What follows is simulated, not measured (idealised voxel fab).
The document below concerns the process module designated voxel ribs on slabs.
Cross-section cut: width 270 nm, square cells of 5 nm.
Format of a cross-section: grid, square cells. Given as bands. Order: top down. Band: one or more rows of cells. In this notation a band is specified by the heights of its top and bottom, in that order and in nm, after which its materials appear from left to right, each paired with its width in nm. The word "throughout" attached to a single material means that material fills the band from edge to edge; the word "air" stands for empty space. It should be noted that heights are counted from 0, beneath which the wafer as supplied is of one material throughout, and that the lowest band possesses no lower boundary but continues downward, as written in "0 and below". The expression "30..40" gives the width at the extremes of the band, the first number at its top row of cells and the second at its bottom row, with the width changing by equal amounts from each row to the next in between. What does "no alteration" mean for a step? It means no cell of the cross-section changed in that step. Listed in "Closed empty spaces": every empty space of 8 or more cells without an open way to the top. Form: width x height at distance, the distance being from the left edge, all in nm. Past the settings on a step's line: simulator remark, on that step. overlay nm: where the mask lay relative to plan, measured to the right, on steps with a mask; negatives go left.

PLAN
1. RECEIVE with material Si
2. DIRECTIONAL_DEP with material SiO2, thk nm 25
3. DIRECTIONAL_DEP with material SiN, thk nm 20
4. DIRECTIONAL_DEP with material aC, thk nm 15
5. PATTERN with tone cover, mask id RIB, material resist, width nm 15, thk nm 35, overlay nm 0
6. DIRECTIONAL_ETCH with etch materials aC, depth nm 15
7. STRIP with etch materials resist
8. DIRECTIONAL_ETCH with etch materials SiN, depth nm 5
9. STRIP with etch materials aC
10. MASKED_ETCH with tone cover, mask id SLAB, width nm 55, etch materials SiN, depth nm 15, overlay nm 0
11. FILL_DEP with material SiO2, thk nm 15
12. CMP with height nm 55
13. DIRECTIONAL_DEP with material W, thk nm 10
14. PATTERN with tone cover, mask id HEATER, material resist, width nm 25, thk nm 15, overlay nm 0
15. DIRECTIONAL_ETCH with etch materials W, depth nm 10
16. STRIP with etch materials resist
17. CONFORMAL_DEP with material SiN, thk nm 5
All wafers enter the flow in the same state. The width nm at step 5 differs from wafer to wafer, and the plan gives the value for the first wafer.

FIRST OF SEVERAL WAFERS, RECEIVED AFTER STEP 1, IN CROSS-SECTION
- 0 and below = Si throughout
- Closed empty spaces: none

FIRST WAFER AT THE END, AFTER STEP 17
- 70 down to 65 = air (115), then SiN (35), then air (120)
- 65 down to 60 = air (115), then SiN (5), then W (25), then SiN (5), then air (120)
- 60 down to 55 = SiN (120), then W (25), then SiN (125)
- 55 down to 45 = SiO2 throughout
- 45 down to 40 = SiO2 (125), then SiN (15), then SiO2 (130)
- 40 down to 25 = SiO2 (105), then SiN (55), then SiO2 (110)
- 25 down to 0 = SiO2 throughout
- 0 and below = Si throughout
- Closed empty spaces: none

HERE'S THE LAST WAFER CROSS-SECTIONED AT THE END OF THE MODULE
- 70 down to 65 = air (115), then SiN (35), then air (120)
- 65 down to 60 = air (115), then SiN (5), then W (25), then SiN (5), then air (120)
- 60 down to 55 = SiN (120), then W (25), then SiN (125)
- 55 down to 45 = SiO2 throughout
- 45 down to 40 = SiO2 (120), then SiN (30), then SiO2 (120)
- 40 down to 25 = SiO2 (105), then SiN (55), then SiO2 (110)
- 25 down to 0 = SiO2 throughout
- 0 and below = Si throughout
- Closed empty spaces: none

WAFER ROWS, END OF MODULE: CELLS PER MATERIAL GAINED (+) OR LOST (-) SINCE RECEIPT; CLOSED VOIDS LAST
width nm 15; +94 SiN; +558 SiO2; +10 W; Closed empty spaces: none
width nm 20; +95 SiN; +557 SiO2; +10 W; Closed empty spaces: none
width nm 25; +96 SiN; +556 SiO2; +10 W; Closed empty spaces: none
width nm 30; +97 SiN; +555 SiO2; +10 W; Closed empty spaces: none
